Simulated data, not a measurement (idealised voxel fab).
process module | voxel capacitor over wiring
cross-section cut | 240 nm wide | cells 5 nm
A cross-section is a grid of square cells, given in bands from the top down. A band is one or more rows of cells.
Each band's line starts with the height of the band's top and of its bottom, in nm. Then come its materials from left to right, each with its width in nm. One material with "throughout" fills the band from edge to edge. "air" is empty space.
Height 0 is the level under which the wafer as received is all one material. The lowest band goes on downwards, as in "0 down".
A width such as "30 to 40" changes by the same amount from each row of cells to the next, from the band's top row to its bottom row.
"no change" after a step means that no cell of the cross-section changed.
closed voids: empty space of 8 cells or more with no open way to the top, each as width x height at its distance from the left edge, in nm
after a step's settings: what the simulator itself notes on the step
overlay nm, on a step with a mask: how far to the right of its planned place the mask lay; to the left if negative
plan
1 op RECEIVE | material Si
2 op CONFORMAL_DEP | material SiO2 | thk nm 10
3 op DIRECTIONAL_DEP | material TiN | thk nm 5
4 op DIRECTIONAL_DEP | material Ru | thk nm 15
5 op DIRECTIONAL_DEP | material aC | thk nm 15
6 op PATTERN | tone cover | mask id METAL_1 | material resist | width nm 30 | pitch nm 85 | thk nm 35 | overlay nm 0
7 op DIRECTIONAL_ETCH | etch materials aC | depth nm 15
8 op STRIP | etch materials resist
9 op DIRECTIONAL_ETCH | etch materials Ru | depth nm 15
10 op DIRECTIONAL_ETCH | etch materials TiN | depth nm 5
11 op STRIP | etch materials aC
12 op CONFORMAL_DEP | material SiCN | thk nm 5
13 op FILL_DEP | material lowk | thk nm 5
14 op CMP | height nm 30
15 op CONFORMAL_DEP | material SiCN | thk nm 5
16 op DIRECTIONAL_DEP | material SiO2 | thk nm 20
17 op MASKED_ETCH | tone open | mask id PLUG_1 | width nm 15 | etch materials SiO2 | depth nm 20 | overlay nm 0
18 op MASKED_ETCH | tone open | mask id PLUG_1 | width nm 15 | etch materials SiCN | depth nm 5 | overlay nm 0
19 op EPI | material Ru | thk nm 10
20 op EPI | material Ru | thk nm 10
21 op EPI | material Ru | thk nm 5
22 op DIRECTIONAL_DEP | material TiN | thk nm 10
23 op DIRECTIONAL_DEP | material Al2O3 | thk nm 5
24 op DIRECTIONAL_DEP | material TiN | thk nm 10
25 op DIRECTIONAL_DEP | material aC | thk nm 15
26 op PATTERN | tone cover | mask id UPPER_PLATE | material resist | width nm 60 | thk nm 30 | overlay nm 0
27 op DIRECTIONAL_ETCH | etch materials aC | depth nm 15
28 op STRIP | etch materials resist
29 op DIRECTIONAL_ETCH | etch materials TiN | depth nm 10
30 op DIRECTIONAL_ETCH | etch materials Al2O3 | depth nm 5
31 op STRIP | etch materials aC
32 op PATTERN | tone cover | mask id LOWER_PLATE | material resist | width nm 70 | thk nm 15 | overlay nm 0
33 op DIRECTIONAL_ETCH | etch materials TiN | depth nm 10
34 op STRIP | etch materials resist
35 op FILL_DEP | material SiO2 | thk nm 15
36 op CMP | height nm 90
37 op PATTERN | tone open | mask id PLUG_2 | material resist | width nm 15 | thk nm 20 | overlay nm 0
38 op DIRECTIONAL_ETCH | etch materials SiO2 | depth nm 10
39 op STRIP | etch materials resist
40 op CONFORMAL_DEP | material TiN | thk nm 5
41 op FILL_DEP | material W | thk nm 10
42 op CMP | height nm 90
43 op CONFORMAL_DEP | material SiN | thk nm 5
first wafer, as planned
as received, after step 1
  0 down: Si throughout
  closed voids: none
after step 2
  10 to 0: SiO2 throughout
  below 0: unchanged
after step 3
  15 to 10: TiN throughout
  below 10: unchanged
after step 4
  30 to 15: Ru throughout
  below 15: unchanged
after step 5
  45 to 30: aC throughout
  below 30: unchanged
after step 6
  80 to 45: air 60 | resist 30 | air 55 | resist 30 | air 65
  below 45: unchanged
after step 7
  65 to 45: air 60 | resist 30 | air 55 | resist 30 | air 65
  45 to 30: air 60 | aC 30 | air 55 | aC 30 | air 65
  below 30: unchanged
after step 8
  45 to 30: air 60 | aC 30 | air 55 | aC 30 | air 65
  below 30: unchanged
after step 9
  45 to 30: air 60 | aC 30 | air 55 | aC 30 | air 65
  30 to 15: air 60 | Ru 30 | air 55 | Ru 30 | air 65
  below 15: unchanged
after step 10
  45 to 30: air 60 | aC 30 | air 55 | aC 30 | air 65
  30 to 15: air 60 | Ru 30 | air 55 | Ru 30 | air 65
  15 to 10: air 60 | TiN 30 | air 55 | TiN 30 | air 65
  below 10: unchanged
after step 11
  30 to 15: air 60 | Ru 30 | air 55 | Ru 30 | air 65
  below 15: unchanged
after step 12
  35 to 30: air 55 | SiCN 40 | air 45 | SiCN 40 | air 60
  30 to 15: air 55 | SiCN 5 | Ru 30 | SiCN 5 | air 45 | SiCN 5 | Ru 30 | SiCN 5 | air 60
  15 to 10: SiCN 60 | TiN 30 | SiCN 55 | TiN 30 | SiCN 65
  below 10: unchanged
after step 13
  40 to 35: lowk throughout
  35 to 30: lowk 55 | SiCN 40 | lowk 45 | SiCN 40 | lowk 60
  30 to 15: lowk 55 | SiCN 5 | Ru 30 | SiCN 5 | lowk 45 | SiCN 5 | Ru 30 | SiCN 5 | lowk 60
  below 15: unchanged
after step 14
  30 to 15: lowk 55 | SiCN 5 | Ru 30 | SiCN 5 | lowk 45 | SiCN 5 | Ru 30 | SiCN 5 | lowk 60
  below 15: unchanged
after step 15
  35 to 30: SiCN throughout
  below 30: unchanged
after step 16
  55 to 35: SiO2 throughout
  below 35: unchanged
after step 17
  55 to 35: SiO2 75 | air 15 | SiO2 150
  below 35: unchanged
after step 18
  55 to 35: SiO2 75 | air 15 | SiO2 150
  35 to 30: SiCN 75 | air 15 | SiCN 150
  below 30: unchanged
after step 19
  55 to 40: SiO2 75 | air 15 | SiO2 150
  40 to 35: SiO2 75 | Ru 15 | SiO2 150
  35 to 30: SiCN 75 | Ru 15 | SiCN 150
  below 30: unchanged
after step 20
  55 to 50: SiO2 75 | air 15 | SiO2 150
  50 to 35: SiO2 75 | Ru 15 | SiO2 150
  below 35: unchanged
after step 21
  55 to 35: SiO2 75 | Ru 15 | SiO2 150
  below 35: unchanged
after step 22
  65 to 55: TiN throughout
  below 55: unchanged
after step 23
  70 to 65: Al2O3 throughout
  below 65: unchanged
after step 24
  80 to 70: TiN throughout
  below 70: unchanged
after step 25
  95 to 80: aC throughout
  below 80: unchanged
after step 26
  125 to 95: air 75 | resist 60 | air 105
  below 95: unchanged
after step 27
  110 to 95: air 75 | resist 60 | air 105
  95 to 80: air 75 | aC 60 | air 105
  below 80: unchanged
after step 28
  95 to 80: air 75 | aC 60 | air 105
  below 80: unchanged
after step 29
  95 to 80: air 75 | aC 60 | air 105
  80 to 70: air 75 | TiN 60 | air 105
  below 70: unchanged
after step 30
  95 to 80: air 75 | aC 60 | air 105
  80 to 70: air 75 | TiN 60 | air 105
  70 to 65: air 75 | Al2O3 60 | air 105
  below 65: unchanged
after step 31
  80 to 70: air 75 | TiN 60 | air 105
  below 70: unchanged
after step 32
  95 to 80: air 70 | resist 70 | air 100
  80 to 70: air 70 | resist 5 | TiN 60 | resist 5 | air 100
  70 to 65: air 70 | resist 5 | Al2O3 60 | resist 5 | air 100
  below 65: unchanged
after step 33
  95 to 80: air 70 | resist 70 | air 100
  80 to 70: air 70 | resist 5 | TiN 60 | resist 5 | air 100
  70 to 65: air 70 | resist 5 | Al2O3 60 | resist 5 | air 100
  65 to 55: air 70 | TiN 70 | air 100
  below 55: unchanged
after step 34
  80 to 70: air 75 | TiN 60 | air 105
  70 to 65: air 75 | Al2O3 60 | air 105
  below 65: unchanged
after step 35
  95 to 80: SiO2 throughout
  80 to 70: SiO2 75 | TiN 60 | SiO2 105
  70 to 65: SiO2 75 | Al2O3 60 | SiO2 105
  65 to 55: SiO2 70 | TiN 70 | SiO2 100
  below 55: unchanged
after step 36
  90 to 80: SiO2 throughout
  below 80: unchanged
after step 37
  110 to 90: resist 85 | air 15 | resist 140
  below 90: unchanged
after step 38
  110 to 90: resist 85 | air 15 | resist 140
  90 to 80: SiO2 85 | air 15 | SiO2 140
  below 80: unchanged
after step 39
  90 to 80: SiO2 85 | air 15 | SiO2 140
  below 80: unchanged
after step 40
  95 to 90: TiN 90 | air 5 | TiN 145
  90 to 85: SiO2 85 | TiN 5 | air 5 | TiN 5 | SiO2 140
  85 to 80: SiO2 85 | TiN 15 | SiO2 140
  below 80: unchanged
after step 41
  105 to 95: W throughout
  95 to 90: TiN 90 | W 5 | TiN 145
  90 to 85: SiO2 85 | TiN 5 | W 5 | TiN 5 | SiO2 140
  below 85: unchanged
after step 42
  90 to 85: SiO2 85 | TiN 5 | W 5 | TiN 5 | SiO2 140
  below 85: unchanged
after step 43
  95 to 90: SiN throughout
  below 90: unchanged
second wafer: like start, like plan, one mistake. Through step 18 it matches the first wafer
when step 20 should have ended
  60 to 55: air 70 | Ru 25 | air 145
  55 to 35: SiO2 75 | Ru 15 | SiO2 150
  35 to 30: SiCN 75 | Ru 15 | SiCN 150
  below 30: unchanged
when step 21 should have ended
  65 to 55: air 65 | Ru 35 | air 140
  below 55: unchanged
when step 22 should have ended
  75 to 65: air 65 | TiN 35 | air 140
  65 to 55: TiN 65 | Ru 35 | TiN 140
  below 55: unchanged
when step 23 should have ended
  80 to 75: air 65 | Al2O3 35 | air 140
  75 to 70: air 65 | TiN 35 | air 140
  70 to 65: Al2O3 65 | TiN 35 | Al2O3 140
  below 65: unchanged
when step 24 should have ended
  90 to 80: air 65 | TiN 35 | air 140
  80 to 75: TiN 65 | Al2O3 35 | TiN 140
  75 to 70: TiN throughout
  below 70: unchanged
when step 25 should have ended
  105 to 95: air 65 | aC 35 | air 140
  95 to 90: aC throughout
  90 to 80: aC 65 | TiN 35 | aC 140
  below 80: unchanged
when step 26 should have ended
  135 to 105: air 75 | resist 60 | air 105
  105 to 95: air 65 | aC 35 | resist 35 | air 105
  below 95: unchanged
when step 27 should have ended
  120 to 105: air 75 | resist 60 | air 105
  105 to 95: air 75 | aC 25 | resist 35 | air 105
  95 to 90: air 75 | aC 60 | air 105
  90 to 80: air 65 | TiN 35 | aC 35 | air 105
  below 80: unchanged
when step 28 should have ended
  105 to 95: air 75 | aC 25 | air 140
  below 95: unchanged
when step 29 should have ended
  105 to 95: air 75 | aC 25 | air 140
  95 to 90: air 75 | aC 60 | air 105
  90 to 80: air 75 | TiN 25 | aC 35 | air 105
  80 to 75: air 65 | Al2O3 35 | TiN 35 | air 105
  75 to 70: air 65 | TiN 70 | air 105
  below 70: unchanged
when step 30 should have ended
  105 to 95: air 75 | aC 25 | air 140
  95 to 90: air 75 | aC 60 | air 105
  90 to 80: air 75 | TiN 25 | aC 35 | air 105
  80 to 75: air 75 | Al2O3 25 | TiN 35 | air 105
  75 to 70: air 65 | TiN 70 | air 105
  70 to 65: air 65 | TiN 35 | Al2O3 35 | air 105
  below 65: unchanged
when step 31 should have ended
  90 to 80: air 75 | TiN 25 | air 140
  below 80: unchanged
when step 32 should have ended
  105 to 90: air 70 | resist 70 | air 100
  90 to 80: air 70 | resist 5 | TiN 25 | resist 40 | air 100
  80 to 75: air 70 | resist 5 | Al2O3 25 | TiN 35 | resist 5 | air 100
  75 to 70: air 65 | TiN 70 | resist 5 | air 100
  70 to 65: air 65 | TiN 35 | Al2O3 35 | resist 5 | air 100
  below 65: unchanged
when step 33 should have ended
  105 to 90: air 70 | resist 70 | air 100
  90 to 80: air 70 | resist 5 | TiN 25 | resist 40 | air 100
  80 to 75: air 70 | resist 5 | Al2O3 25 | TiN 35 | resist 5 | air 100
  75 to 70: air 70 | TiN 65 | resist 5 | air 100
  70 to 65: air 70 | TiN 30 | Al2O3 35 | resist 5 | air 100
  65 to 55: air 65 | Ru 35 | TiN 40 | air 100
  below 55: unchanged
when step 34 should have ended
  90 to 80: air 75 | TiN 25 | air 140
  80 to 75: air 75 | Al2O3 25 | TiN 35 | air 105
  75 to 70: air 70 | TiN 65 | air 105
  70 to 65: air 70 | TiN 30 | Al2O3 35 | air 105
  below 65: unchanged
when step 35 should have ended
  105 to 90: SiO2 throughout
  90 to 80: SiO2 75 | TiN 25 | SiO2 140
  80 to 75: SiO2 75 | Al2O3 25 | TiN 35 | SiO2 105
  75 to 70: SiO2 70 | TiN 65 | SiO2 105
  70 to 65: SiO2 70 | TiN 30 | Al2O3 35 | SiO2 105
  65 to 55: SiO2 65 | Ru 35 | TiN 40 | SiO2 100
  below 55: unchanged
when step 36 should have ended
  90 to 80: SiO2 75 | TiN 25 | SiO2 140
  below 80: unchanged
when step 37 should have ended
  110 to 90: resist 85 | air 15 | resist 140
  below 90: unchanged
when step 38 should have ended: no change
when step 39 should have ended
  90 to 80: SiO2 75 | TiN 25 | SiO2 140
  below 80: unchanged
when step 40 should have ended
  95 to 90: TiN throughout
  below 90: unchanged
when step 41 should have ended
  105 to 95: W throughout
  below 95: unchanged
when step 42 should have ended
  90 to 80: SiO2 75 | TiN 25 | SiO2 140
  below 80: unchanged
when step 43 should have ended
  95 to 90: SiN throughout
  below 90: unchanged
what went wrong: one of the steps 19 and 20, which are alike, was run twice
at the end the second wafer has, in cells: 14 more of Ru | 8 fewer of SiO2 | 5 fewer of TiN | 1 fewer of W
